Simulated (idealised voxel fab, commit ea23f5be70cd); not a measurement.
Process module in this document: voxel self aligned vias
The width of the displayed cross-section, cut, is 145 nm; its cells are square, with a size of 5 nm.
Each cross-section below is a grid of square cells, stated as bands in top-down order, with one or more rows of cells making up each band. Top, bottom (nm), then materials left to right with widths (nm); lone material tagged "full width" fills the whole band edge to edge; "empty" = empty space. The level at which height equals 0 is the one under which the wafer, as it arrives, is entirely one material. No lower edge exists for the bottom band, which continues downward and is notated as in "0..down". A two-number width, for instance "30 to 40", indicates that the width is equal to the first number in the top row of the band and to the second number in the bottom row, and that it changes by a constant amount per row of cells. What does "no alteration" mean for a step? It means no cell of the cross-section changed in that step. In "Sealed internal cavities" the enclosed voids are listed, meaning empty spaces of 8 cells or larger without any opening to the top. The form is width x height at distance, distance from the left edge, units nm. Post-settings text on a step line: simulator's own remark regarding the step. A step's line can hold "overlay nm"; with a mask on that step, the setting says how far right of the planned place the mask lay, while a negative setting says it lay to the left.
# The following list gives the planned process steps
1. RECEIVE: material Si
2. CONFORMAL_DEP: material SiO2, thk nm 15
3. CONFORMAL_DEP: material SiCN, thk nm 5
4. DIRECTIONAL_DEP: material SiO2, thk nm 20
5. PATTERN: tone open, mask id LINES, material resist, width nm 20, pitch nm 50, thk nm 20, overlay nm 0
6. DIRECTIONAL_ETCH: etch materials SiO2, depth nm 20
7. STRIP: etch materials resist
8. CONFORMAL_DEP: material TiN, thk nm 5
9. FILL_DEP: material Ru, thk nm 10
10. CMP: height nm 40
11. SELECTIVE_ETCH: etch materials W Ru TiN, depth nm 5
12. FILL_DEP: material SiN, thk nm 5
13. CMP: height nm 40
14. DIRECTIONAL_DEP: material SiO2, thk nm 15
15. PATTERN: tone open, mask id VIAS, material resist, width nm 30, pitch nm 50, thk nm 20, overlay nm 0
16. DIRECTIONAL_ETCH: etch materials SiO2, depth nm 15
17. DIRECTIONAL_ETCH: etch materials SiN, depth nm 5
18. STRIP: etch materials resist
19. CONFORMAL_DEP: material TiN, thk nm 5
20. FILL_DEP: material W, thk nm 10
21. CMP: height nm 55
22. CONFORMAL_DEP: material SiCN, thk nm 5
# The first of a set of two wafers, run to plan
# Cross-section of the wafer upon arrival, representing the state reached after step 1
* 0..down: Si full width
* Sealed internal cavities: none
# Cross-section of the wafer subsequent to step 2
* 15..0: SiO2 full width
* Under 0: no change, same as before.
# Cross-section of the wafer subsequent to step 3
* 20..15: SiCN full width
* Under 15: no change, same as before.
# Cross-section of the wafer subsequent to step 4
* 40..20: SiO2 full width
* Under 20: no change, same as before.
# Cross-section of the wafer subsequent to step 5
* 60..40: resist=35 / empty=20 / resist=30 / empty=20 / resist=40
* Under 40: no change, same as before.
# Cross-section of the wafer subsequent to step 6
* 60..40: resist=35 / empty=20 / resist=30 / empty=20 / resist=40
* 40..20: SiO2=35 / empty=20 / SiO2=30 / empty=20 / SiO2=40
* Under 20: no change, same as before.
# Cross-section of the wafer subsequent to step 7
* 40..20: SiO2=35 / empty=20 / SiO2=30 / empty=20 / SiO2=40
* Under 20: no change, same as before.
# Cross-section of the wafer subsequent to step 8
* 45..40: TiN=40 / empty=10 / TiN=40 / empty=10 / TiN=45
* 40..25: SiO2=35 / TiN=5 / empty=10 / TiN=5 / SiO2=30 / TiN=5 / empty=10 / TiN=5 / SiO2=40
* 25..20: SiO2=35 / TiN=20 / SiO2=30 / TiN=20 / SiO2=40
* Under 20: no change, same as before.
# Cross-section of the wafer subsequent to step 9
* 55..45: Ru full width
* 45..40: TiN=40 / Ru=10 / TiN=40 / Ru=10 / TiN=45
* 40..25: SiO2=35 / TiN=5 / Ru=10 / TiN=5 / SiO2=30 / TiN=5 / Ru=10 / TiN=5 / SiO2=40
* Under 25: no change, same as before.
# Cross-section of the wafer subsequent to step 10
* 40..25: SiO2=35 / TiN=5 / Ru=10 / TiN=5 / SiO2=30 / TiN=5 / Ru=10 / TiN=5 / SiO2=40
* Under 25: no change, same as before.
# Cross-section of the wafer subsequent to step 11
* 40..35: SiO2=35 / empty=20 / SiO2=30 / empty=20 / SiO2=40
* Under 35: no change, same as before.
# Cross-section of the wafer subsequent to step 12
* 45..40: SiN full width
* 40..35: SiO2=35 / SiN=20 / SiO2=30 / SiN=20 / SiO2=40
* Under 35: no change, same as before.
# Cross-section of the wafer subsequent to step 13
* 40..35: SiO2=35 / SiN=20 / SiO2=30 / SiN=20 / SiO2=40
* Under 35: no change, same as before.
# Cross-section of the wafer subsequent to step 14
* 55..40: SiO2 full width
* Under 40: no change, same as before.
# Cross-section of the wafer subsequent to step 15
* 75..55: resist=30 / empty=30 / resist=20 / empty=30 / resist=35
* Under 55: no change, same as before.
# Cross-section of the wafer subsequent to step 16
* 75..55: resist=30 / empty=30 / resist=20 / empty=30 / resist=35
* 55..40: SiO2=30 / empty=30 / SiO2=20 / empty=30 / SiO2=35
* Under 40: no change, same as before.
# Cross-section of the wafer subsequent to step 17
* 75..55: resist=30 / empty=30 / resist=20 / empty=30 / resist=35
* 55..40: SiO2=30 / empty=30 / SiO2=20 / empty=30 / SiO2=35
* 40..35: SiO2=35 / empty=20 / SiO2=30 / empty=20 / SiO2=40
* Under 35: no change, same as before.
# Cross-section of the wafer subsequent to step 18
* 55..40: SiO2=30 / empty=30 / SiO2=20 / empty=30 / SiO2=35
* Under 40: no change, same as before.
# Cross-section of the wafer subsequent to step 19
* 60..55: TiN=35 / empty=20 / TiN=30 / empty=20 / TiN=40
* 55..45: SiO2=30 / TiN=5 / empty=20 / TiN=5 / SiO2=20 / TiN=5 / empty=20 / TiN=5 / SiO2=35
* 45..40: SiO2=30 / TiN=10 / empty=10 / TiN=10 / SiO2=20 / TiN=10 / empty=10 / TiN=10 / SiO2=35
* 40..35: SiO2=35 / TiN=20 / SiO2=30 / TiN=20 / SiO2=40
* Under 35: no change, same as before.
# Cross-section of the wafer subsequent to step 20
* 70..60: W full width
* 60..55: TiN=35 / W=20 / TiN=30 / W=20 / TiN=40
* 55..45: SiO2=30 / TiN=5 / W=20 / TiN=5 / SiO2=20 / TiN=5 / W=20 / TiN=5 / SiO2=35
* 45..40: SiO2=30 / TiN=10 / W=10 / TiN=10 / SiO2=20 / TiN=10 / W=10 / TiN=10 / SiO2=35
* Under 40: no change, same as before.
# Cross-section of the wafer subsequent to step 21
* 55..45: SiO2=30 / TiN=5 / W=20 / TiN=5 / SiO2=20 / TiN=5 / W=20 / TiN=5 / SiO2=35
* Under 45: no change, same as before.
# Cross-section of the wafer subsequent to step 22
* 60..55: SiCN full width
* Under 55: no change, same as before.
# Okay, second wafer. Nothing different at the start, nothing different in the plan, just one mistake somewhere in the running. As far as step 13, counting that step, it's the first wafer all over again
# Second wafer, cut view, end of step 14 per plan
* 55..40: SiN full width
* Under 40: no change, same as before.
# Second wafer, cut view, end of step 15 per plan
* 75..55: resist=30 / empty=30 / resist=20 / empty=30 / resist=35
* Under 55: no change, same as before.
Second wafer, cut view, end of step 16 per plan: no alteration
# Second wafer, cut view, end of step 17 per plan
* 75..55: resist=30 / empty=30 / resist=20 / empty=30 / resist=35
* 55..50: SiN=30 / empty=30 / SiN=20 / empty=30 / SiN=35
* Under 50: no change, same as before.
# Second wafer, cut view, end of step 18 per plan
* 55..50: SiN=30 / empty=30 / SiN=20 / empty=30 / SiN=35
* Under 50: no change, same as before.
# Second wafer, cut view, end of step 19 per plan
* 60..55: TiN=35 / empty=20 / TiN=30 / empty=20 / TiN=40
* 55..50: SiN=30 / TiN=30 / SiN=20 / TiN=30 / SiN=35
* Under 50: no change, same as before.
# Second wafer, cut view, end of step 20 per plan
* 70..60: W full width
* 60..55: TiN=35 / W=20 / TiN=30 / W=20 / TiN=40
* Under 55: no change, same as before.
# Second wafer, cut view, end of step 21 per plan
* 55..50: SiN=30 / TiN=30 / SiN=20 / TiN=30 / SiN=35
* Under 50: no change, same as before.
# Second wafer, cut view, end of step 22 per plan
* 60..55: SiCN full width
* Under 55: no change, same as before.
The plan and the run diverged here: step 14 was processed under conditions differing from the plan, specifically as DIRECTIONAL_DEP: material SiN, thk nm 15
Heads up, by the end the second wafer has more or fewer cells of some materials compared to the first: 83 more of SiN; 51 fewer of SiO2; 12 fewer of TiN; 20 fewer of W
